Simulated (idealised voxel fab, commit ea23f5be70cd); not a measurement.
Process module in this document: voxel air gaps
Square cell edge 5 nm, section width 220 nm, ID cut.
Square cells in a grid make up a cross-section in this document, and the grid is given as bands, listed from the top down, each one or more rows of cells. What a band's entry tells you: where the top is and where the bottom is, as heights in nm, and after that what lies inside, material by material from left to right, each with its width in nm. Empty space is written as the word "empty", and a single material marked with the word "full width" occupies the band from edge to edge. Height 0 is the level under which the wafer as received is all one material. The lowest band goes on downwards, as in "z 0 and below". Per-row width for "30..40": begins at first number (top row of band), ends at second number (bottom row), increment between rows held constant. No cell of the cross-section changed in a step that is given as "stayed the same". "Voids lacking openings" specifies each empty space that is not open to the top and that occupies no fewer than 8 cells, using the form width x height at distance, the distance measured from the left edge and all three quantities in nm. Post-settings text on a step line: simulator's own remark regarding the step. The optional step-line setting "overlay nm" applies to steps with a mask and quantifies how far to the right of its planned location the mask lay, a negative value indicating leftward placement.

### Listed below are the process steps as planned
| 1 | RECEIVE [material Si] |
| 2 | CONFORMAL_DEP [material SiO2] [thk nm 15] |
| 3 | CONFORMAL_DEP [material SiN] [thk nm 5] |
| 4 | DIRECTIONAL_DEP [material SiO2] [thk nm 35] |
| 5 | DIRECTIONAL_DEP [material aC] [thk nm 15] |
| 6 | PATTERN [tone open] [mask id LINES] [material resist] [width nm 20] [pitch nm 50] [thk nm 30] [overlay nm 0] |
| 7 | DIRECTIONAL_ETCH [etch materials aC] [depth nm 15] |
| 8 | STRIP [etch materials resist] |
| 9 | DIRECTIONAL_ETCH [etch materials SiO2] [depth nm 35] |
| 10 | STRIP [etch materials aC] |
| 11 | CONFORMAL_DEP [material TiN] [thk nm 5] |
| 12 | FILL_DEP [material W] [thk nm 10] |
| 13 | CMP [height nm 55] |
| 14 | EPI [material Ru] [thk nm 10] |
| 15 | SELECTIVE_ETCH [etch materials SiO2] [depth nm 45] |
| 16 | CONFORMAL_DEP [material SiCN] [thk nm 5] |

### Cross-section of the incoming wafer, state after step 1
- z 0 and below: Si full width
- Voids lacking openings: none

### Look at the cross-section after the module: the wafer started out the way shown above and the plan was the one shown above, yet one mistake was made along the way
- z 80 to 75: SiCN full width
- z 75 to 55: SiCN (5); Ru (210); SiCN (5)
- z 55 to 50: SiCN (25); TiN (5); W (10); TiN (5); SiO2 (30); TiN (5); W (10); TiN (5); SiO2 (30); TiN (5); W (10); TiN (5); SiO2 (30); TiN (5); W (10); TiN (5); SiCN (25)
- z 50 to 25: empty (20); SiCN (5); TiN (5); W (10); TiN (5); SiO2 (30); TiN (5); W (10); TiN (5); SiO2 (30); TiN (5); W (10); TiN (5); SiO2 (30); TiN (5); W (10); TiN (5); SiCN (5); empty (20)
- z 25 to 20: SiCN (25); TiN (20); SiO2 (30); TiN (20); SiO2 (30); TiN (20); SiO2 (30); TiN (20); SiCN (25)
- z 20 to 15: SiN full width
- z 15 to 0: SiO2 full width
- z 0 and below: Si full width
- Voids lacking openings: 20 x 25 at 0; 20 x 25 at 200
What went wrong in running the wafer? heads up, step 14 of the plan got done twice
